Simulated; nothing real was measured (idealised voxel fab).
A process module follows: voxel fin reveal.
The figure presents cross-section cut, which has a width of 240 nm and is divided into square cells with an edge length of 5 nm.
Cross-section = grid of square cells, listed top down in bands; band = one or more rows. Within each band entry, the heights of the top and of the bottom of the band appear first, in that order and in nm; the materials of the band then follow from left to right, each with its corresponding width in nm. The designation "full width" on a single material indicates that it fills the band from edge to edge; the designation "air" indicates empty space. Height reference: 0 = level under which incoming wafer is all one material. Lowest band: no bottom, runs on downward, e.g. "top 0, no bottom". Width: "30..40" (first number = top row, second number = bottom row, same change from row to row of cells). "no alteration" after a step means that no cell of the cross-section changed. Each empty space that has no open way to the top and spans at least 8 cells appears under "Sealed void list" as width x height at distance, the distance counted from the left edge, all in nm. What comes after the settings on a step's line is commentary from the simulator itself on that step. For masked steps, "overlay nm" on the step line gives how far right of plan the mask actually lay; a minus sign means it lay to the left.

The process steps that were planned are listed below:
step 1: op RECEIVE | material Si
step 2: op CONFORMAL_DEP | material SiN | thk nm 5
step 3: op DIRECTIONAL_DEP | material aC | thk nm 15
step 4: op PATTERN | tone cover | mask id FINS | material resist | width nm 15 | pitch nm 45 | thk nm 35 | overlay nm 0
step 5: op DIRECTIONAL_ETCH | etch materials aC | depth nm 15
step 6: op STRIP | etch materials resist
step 7: op DIRECTIONAL_ETCH | etch materials SiN | depth nm 5
step 8: op DIRECTIONAL_ETCH | etch materials Si | depth nm 35
step 9: op STRIP | etch materials aC
step 10: op FILL_DEP | material SiO2 | thk nm 15
step 11: op CMP | height nm 5
step 12: op SELECTIVE_ETCH | etch materials SiO2 | depth nm 30
step 13: op STRIP | etch materials SiN
step 14: op CONFORMAL_DEP | material HfO2 | thk nm 5

So this is the incoming wafer in cross-section - it's already been through step 1:
    top 0, no bottom | Si full width
    Sealed void list: none

End-of-module cross-section. Starting structure and process plan as above; one mistake made in running it:
    top 10, bottom 5 | HfO2: 70; air: 5; HfO2: 40; air: 5; HfO2: 40; air: 5; HfO2: 75
    top 5, bottom 0 | HfO2 full width
    top 0, bottom -35 | HfO2: 65; Si: 15; HfO2: 30; Si: 15; HfO2: 30; Si: 15; HfO2: 70
    top -35, no bottom | Si full width
    Sealed void list: none
Want to know what went wrong? step 10 off recipe, ran as op FILL_DEP | material HfO2 | thk nm 15
